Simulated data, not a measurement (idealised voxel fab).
A process module follows: voxel gate over fins.
Section shown: cut. Width: 290 nm. Cell size: 5 nm, square.
Cross-section = grid of square cells, listed top down in bands; band = one or more rows.
Basically the band line says how high the top is and how high the bottom is, in nm, and then what's in it from left to right, every material with its width in nm. Empty space shows up as "blank", and if a single material carries "full width" it runs the full band edge to edge.
Below 0: as-received wafer, all one material; heights counted from there. Lowest band: no bottom, goes on down, written "from 0 down".
When a width is written as two numbers, as in "30 to 40", the first number is the width in the top row of cells of the band and the second is the width in its bottom row, and the width changes by the same amount from each row to the next.
The cross-section has no changed cell in any step marked "same as before".
For the entry "Non-vented voids", the listed items are empty spaces with no open way to the top whose size is 8 cells or more; each item follows the pattern width x height at distance, where distance is from the left edge and all three are in nm.
Post-settings text on a step line: simulator's own remark regarding the step.
If you see "overlay nm" on a step's line and that step has a mask, it's telling you how far right of where it was planned the mask ended up; a negative number means it went left instead.
Reading key. Pairs: pre-step and post-step cross-section, one process step apart; post-step view only to lowest changed band. Step between + settings: beneath pair. Runs: pairs may be from different runs of this module, same starting wafer. Continuation from pair above: only where "Before the step" entry says.

## Before the step
> from 25 to 10 = W full width
> from 10 to 5 = W=75, then TiN=25, then W=20, then TiN=25, then W=20, then TiN=25, then W=100
> from 5 to 0 = W=75, then TiN=5, then HfO2=15, then TiN=5, then W=20, then TiN=5, then HfO2=15, then TiN=5, then W=20, then TiN=5, then HfO2=15, then TiN=5, then W=100
> from 0 to -5 = TiN=80, then HfO2=5, then Si=5, then HfO2=5, then TiN=30, then HfO2=5, then Si=5, then HfO2=5, then TiN=30, then HfO2=5, then Si=5, then HfO2=5, then TiN=105
> from -5 to -10 = HfO2=85, then Si=5, then HfO2=40, then Si=5, then HfO2=40, then Si=5, then HfO2=110
> from -10 to -35 = SiO2=85, then Si=5, then SiO2=40, then Si=5, then SiO2=40, then Si=5, then SiO2=110
> from -35 down = Si full width
> Non-vented voids: none

## State After Step
> from 20 to 10 = W full width
> Lower than 10, everything is as it was.
> Non-vented voids: none
Step applied between the pre-step and post-step cross-sections shown above: CMP [height nm 20]

Before the step: It is represented by the cross-section appearing after the step of the pair directly above.

## State After Step
> from 30 to 20 = SiCN full width
> Lower than 20, everything is as it was.
> Non-vented voids: none
Step applied between the pre-step and post-step cross-sections shown above: CONFORMAL_DEP [material SiCN] [thk nm 10]

## Before the step
> from 5 to 0 = blank=90, then SiN=15, then blank=30, then SiN=15, then blank=30, then SiN=15, then blank=95
> from 0 to -10 = blank=95, then Si=5, then blank=40, then Si=5, then blank=40, then Si=5, then blank=100
> from -10 to -35 = SiO2=95, then Si=5, then SiO2=40, then Si=5, then SiO2=40, then Si=5, then SiO2=100
> from -35 down = Si full width
> Non-vented voids: none

## State After Step
> from 5 to 0 = blank=90, then SiN=15, then blank=30, then SiN=15, then blank=30, then SiN=15, then blank=95
> from 0 to -35 = blank=95, then Si=5, then blank=40, then Si=5, then blank=40, then Si=5, then blank=100
> Lower than -35, everything is as it was.
> Non-vented voids: none
Step applied between the pre-step and post-step cross-sections shown above: STRIP [etch materials SiO2]

Before the step: It is represented by the cross-section appearing after the step of the pair directly above.

## State After Step
> from 10 to 5 = blank=85, then HfO2=25, then blank=20, then HfO2=25, then blank=20, then HfO2=25, then blank=90
> from 5 to 0 = blank=85, then HfO2=5, then SiN=15, then HfO2=5, then blank=20, then HfO2=5, then SiN=15, then HfO2=5, then blank=20, then HfO2=5, then SiN=15, then HfO2=5, then blank=90
> from 0 to -5 = blank=85, then HfO2=10, then Si=5, then HfO2=10, then blank=20, then HfO2=10, then Si=5, then HfO2=10, then blank=20, then HfO2=10, then Si=5, then HfO2=10, then blank=90
> from -5 to -30 = blank=90, then HfO2=5, then Si=5, then HfO2=5, then blank=30, then HfO2=5, then Si=5, then HfO2=5, then blank=30, then HfO2=5, then Si=5, then HfO2=5, then blank=95
> from -30 to -35 = HfO2=95, then Si=5, then HfO2=40, then Si=5, then HfO2=40, then Si=5, then HfO2=100
> Lower than -35, everything is as it was.
> Non-vented voids: none
Step applied between the pre-step and post-step cross-sections shown above: CONFORMAL_DEP [material HfO2] [thk nm 5]

Before the step: It is represented by the cross-section appearing after the step of the pair directly above.

## State After Step
> from 15 to 10 = blank=80, then TiN=35, then blank=10, then TiN=35, then blank=10, then TiN=35, then blank=85
> from 10 to 5 = blank=80, then TiN=5, then HfO2=25, then TiN=5, then blank=10, then TiN=5, then HfO2=25, then TiN=5, then blank=10, then TiN=5, then HfO2=25, then TiN=5, then blank=85
> from 5 to 0 = blank=80, then TiN=5, then HfO2=5, then SiN=15, then HfO2=5, then TiN=5, then blank=10, then TiN=5, then HfO2=5, then SiN=15, then HfO2=5, then TiN=5, then blank=10, then TiN=5, then HfO2=5, then SiN=15, then HfO2=5, then TiN=5, then blank=85
> from 0 to -10 = blank=80, then TiN=5 to 10, then HfO2=10 to 5, then Si=5, then HfO2=10 to 5, then TiN=5 to 10, then blank=10, then TiN=5 to 10, then HfO2=10 to 5, then Si=5, then HfO2=10 to 5, then TiN=5 to 10, then blank=10, then TiN=5 to 10, then HfO2=10 to 5, then Si=5, then HfO2=10 to 5, then TiN=5 to 10, then blank=85
> from -10 to -25 = blank=85, then TiN=5, then HfO2=5, then Si=5, then HfO2=5, then TiN=5, then blank=20, then TiN=5, then HfO2=5, then Si=5, then HfO2=5, then TiN=5, then blank=20, then TiN=5, then HfO2=5, then Si=5, then HfO2=5, then TiN=5, then blank=90
> from -25 to -30 = TiN=90, then HfO2=5, then Si=5, then HfO2=5, then TiN=30, then HfO2=5, then Si=5, then HfO2=5, then TiN=30, then HfO2=5, then Si=5, then HfO2=5, then TiN=95
> Lower than -30, everything is as it was.
> Non-vented voids: none
Step applied between the pre-step and post-step cross-sections shown above: CONFORMAL_DEP [material TiN] [thk nm 5]

Before the step: It is represented by the cross-section appearing after the step of the pair directly above.

## State After Step
> from 30 to 15 = W full width
> from 15 to 10 = W=80, then TiN=35, then W=10, then TiN=35, then W=10, then TiN=35, then W=85
> from 10 to 5 = W=80, then TiN=5, then HfO2=25, then TiN=5, then W=10, then TiN=5, then HfO2=25, then TiN=5, then W=10, then TiN=5, then HfO2=25, then TiN=5, then W=85
> from 5 to 0 = W=80, then TiN=5, then HfO2=5, then SiN=15, then HfO2=5, then TiN=5, then W=10, then TiN=5, then HfO2=5, then SiN=15, then HfO2=5, then TiN=5, then W=10, then TiN=5, then HfO2=5, then SiN=15, then HfO2=5, then TiN=5, then W=85
> from 0 to -10 = W=80, then TiN=5 to 10, then HfO2=10 to 5, then Si=5, then HfO2=10 to 5, then TiN=5 to 10, then W=10, then TiN=5 to 10, then HfO2=10 to 5, then Si=5, then HfO2=10 to 5, then TiN=5 to 10, then W=10, then TiN=5 to 10, then HfO2=10 to 5, then Si=5, then HfO2=10 to 5, then TiN=5 to 10, then W=85
> from -10 to -15 = W=85, then TiN=5, then HfO2=5, then Si=5, then HfO2=5, then TiN=5, then W=20, then TiN=5, then HfO2=5, then Si=5, then HfO2=5, then TiN=5, then W=20, then TiN=5, then HfO2=5, then Si=5, then HfO2=5, then TiN=5, then W=90
> from -15 to -20 = W=85, then TiN=5, then HfO2=5, then Si=5, then HfO2=5, then TiN=5, then W=5, then blank=10, then W=5, then TiN=5, then HfO2=5, then Si=5, then HfO2=5, then TiN=5, then W=5, then blank=10, then W=5, then TiN=5, then HfO2=5, then Si=5, then HfO2=5, then TiN=5, then W=90
> from -20 to -25 = W=85, then TiN=5, then HfO2=5, then Si=5, then HfO2=5, then TiN=5, then W=20, then TiN=5, then HfO2=5, then Si=5, then HfO2=5, then TiN=5, then W=20, then TiN=5, then HfO2=5, then Si=5, then HfO2=5, then TiN=5, then W=90
> Lower than -25, everything is as it was.
> Non-vented voids: none
Step applied between the pre-step and post-step cross-sections shown above: FILL_DEP [material W] [thk nm 15]

Before the step: It is represented by the cross-section appearing after the step of the pair directly above.

## State After Step
> from 20 to 15 = W full width
> Lower than 15, everything is as it was.
> Non-vented voids: none
Step applied between the pre-step and post-step cross-sections shown above: CMP [height nm 20]

Before the step: It is represented by the cross-section appearing after the step of the pair directly above.

## State After Step
> from 30 to 20 = SiCN full width
> Lower than 20, everything is as it was.
> Non-vented voids: none
Step applied between the pre-step and post-step cross-sections shown above: CONFORMAL_DEP [material SiCN] [thk nm 10]

## Before the step
> from 5 to 0 = SiN full width
> from 0 down = Si full width
> Non-vented voids: none

## State After Step
> from 20 to 5 = resist=90, then blank=15, then resist=30, then blank=15, then resist=30, then blank=15, then resist=95
> Lower than 5, everything is as it was.
> Non-vented voids: none
Step applied between the pre-step and post-step cross-sections shown above: PATTERN [tone open] [mask id FINS] [material resist] [width nm 15] [pitch nm 45] [thk nm 15] [overlay nm 0]

Before the step: It is represented by the cross-section appearing after the step of the pair directly above.

## State After Step
> from 20 to 5 = resist=90, then blank=15, then resist=30, then blank=15, then resist=30, then blank=15, then resist=95
> from 5 to 0 = SiN=90, then blank=15, then SiN=30, then blank=15, then SiN=30, then blank=15, then SiN=95
> Lower than 0, everything is as it was.
> Non-vented voids: none
Step applied between the pre-step and post-step cross-sections shown above: DIRECTIONAL_ETCH [etch materials SiN] [depth nm 5]

Before the step: It is represented by the cross-section appearing after the step of the pair directly above.

## State After Step
> from 20 to 5 = resist=90, then blank=15, then resist=30, then blank=15, then resist=30, then blank=15, then resist=95
> from 5 to 0 = SiN=90, then blank=15, then SiN=30, then blank=15, then SiN=30, then blank=15, then SiN=95
> from 0 to -30 = Si=90, then blank=15, then Si=30, then blank=15, then Si=30, then blank=15, then Si=95
> Lower than -30, everything is as it was.
> Non-vented voids: none
Step applied between the pre-step and post-step cross-sections shown above: DIRECTIONAL_ETCH [etch materials Si] [depth nm 30]

Before the step: It is represented by the cross-section appearing after the step of the pair directly above.

## State After Step
> from 5 to 0 = SiN=90, then blank=15, then SiN=30, then blank=15, then SiN=30, then blank=15, then SiN=95
> Lower than 0, everything is as it was.
> Non-vented voids: none
Step applied between the pre-step and post-step cross-sections shown above: STRIP [etch materials resist]

Before the step: It is represented by the cross-section appearing after the step of the pair directly above.

## State After Step
> from 5 to 0 = SiN=90, then blank=15, then SiN=30, then blank=15, then SiN=30, then blank=15, then SiN=95
> from 0 to -30 = Si=85, then SiO2=5, then blank=15, then SiO2=5, then Si=20, then SiO2=5, then blank=15, then SiO2=5, then Si=20, then SiO2=5, then blank=15, then SiO2=5, then Si=90
> from -30 to -35 = Si=85, then SiO2=25, then Si=20, then SiO2=25, then Si=20, then SiO2=25, then Si=90
> Lower than -35, everything is as it was.
> Non-vented voids: none
Step applied between the pre-step and post-step cross-sections shown above: OXIDIZE [depth nm 5]

Before the step: It is represented by the cross-section appearing after the step of the pair directly above.

## State After Step
> from 10 to 5 = SiO2 full width
> from 5 to 0 = SiN=90, then SiO2=15, then SiN=30, then SiO2=15, then SiN=30, then SiO2=15, then SiN=95
> from 0 to -35 = Si=85, then SiO2=25, then Si=20, then SiO2=25, then Si=20, then SiO2=25, then Si=90
> Lower than -35, everything is as it was.
> Non-vented voids: none
Step applied between the pre-step and post-step cross-sections shown above: FILL_DEP [material SiO2] [thk nm 5]

Before the step: It is represented by the cross-section appearing after the step of the pair directly above.

## State After Step
> from 5 to 0 = SiN=90, then SiO2=15, then SiN=30, then SiO2=15, then SiN=30, then SiO2=15, then SiN=95
> Lower than 0, everything is as it was.
> Non-vented voids: none
Step applied between the pre-step and post-step cross-sections shown above: CMP [height nm 5]

Before the step: It is represented by the cross-section appearing after the step of the pair directly above.

## State After Step
> from 5 to 0 = SiN=90, then blank=15, then SiN=30, then blank=15, then SiN=30, then blank=15, then SiN=95
> from 0 to -10 = Si=85, then blank=25, then Si=20, then blank=25, then Si=20, then blank=25, then Si=90
> Lower than -10, everything is as it was.
> Non-vented voids: none
Step applied between the pre-step and post-step cross-sections shown above: SELECTIVE_ETCH [etch materials SiO2] [depth nm 15]

Before the step: It is represented by the cross-section appearing after the step of the pair directly above.

## State After Step
> from 0 to -10 = Si=85, then blank=25, then Si=20, then blank=25, then Si=20, then blank=25, then Si=90
> Lower than -10, everything is as it was.
> Non-vented voids: none
Step applied between the pre-step and post-step cross-sections shown above: STRIP [etch materials SiN]

Before the step: It is represented by the cross-section appearing after the step of the pair directly above.

## State After Step
> from 5 to 0 = HfO2=90, then blank=15, then HfO2=30, then blank=15, then HfO2=30, then blank=15, then HfO2=95
> from 0 to -5 = Si=85, then HfO2=5, then blank=15, then HfO2=5, then Si=20, then HfO2=5, then blank=15, then HfO2=5, then Si=20, then HfO2=5, then blank=15, then HfO2=5, then Si=90
> from -5 to -10 = Si=85, then HfO2=25, then Si=20, then HfO2=25, then Si=20, then HfO2=25, then Si=90
> Lower than -10, everything is as it was.
> Non-vented voids: none
Step applied between the pre-step and post-step cross-sections shown above: CONFORMAL_DEP [material HfO2] [thk nm 5]

Before the step: It is represented by the cross-section appearing after the step of the pair directly above.

## State After Step
> from 10 to 5 = TiN=95, then blank=5, then TiN=40, then blank=5, then TiN=40, then blank=5, then TiN=100
> from 5 to 0 = HfO2=90, then TiN=5, then blank=5, then TiN=5, then HfO2=30, then TiN=5, then blank=5, then TiN=5, then HfO2=30, then TiN=5, then blank=5, then TiN=5, then HfO2=95
> from 0 to -5 = Si=85, then HfO2=5, then TiN=15, then HfO2=5, then Si=20, then HfO2=5, then TiN=15, then HfO2=5, then Si=20, then HfO2=5, then TiN=15, then HfO2=5, then Si=90
> Lower than -5, everything is as it was.
> Non-vented voids: none
Step applied between the pre-step and post-step cross-sections shown above: CONFORMAL_DEP [material TiN] [thk nm 5]

Before the step: It is represented by the cross-section appearing after the step of the pair directly above.

## State After Step
> from 25 to 10 = W full width
> from 10 to 5 = TiN=95, then W=5, then TiN=40, then W=5, then TiN=40, then W=5, then TiN=100
> from 5 to 0 = HfO2=90, then TiN=5, then W=5, then TiN=5, then HfO2=30, then TiN=5, then W=5, then TiN=5, then HfO2=30, then TiN=5, then W=5, then TiN=5, then HfO2=95
> Lower than 0, everything is as it was.
> Non-vented voids: none
Step applied between the pre-step and post-step cross-sections shown above: FILL_DEP [material W] [thk nm 15]

Before the step: It is represented by the cross-section appearing after the step of the pair directly above.

## State After Step
> from 20 to 10 = W full width
> Lower than 10, everything is as it was.
> Non-vented voids: none
Step applied between the pre-step and post-step cross-sections shown above: CMP [height nm 20]

Before the step: It is represented by the cross-section appearing after the step of the pair directly above.

## State After Step
> from 30 to 20 = SiCN full width
> Lower than 20, everything is as it was.
> Non-vented voids: none
Step applied between the pre-step and post-step cross-sections shown above: CONFORMAL_DEP [material SiCN] [thk nm 10]
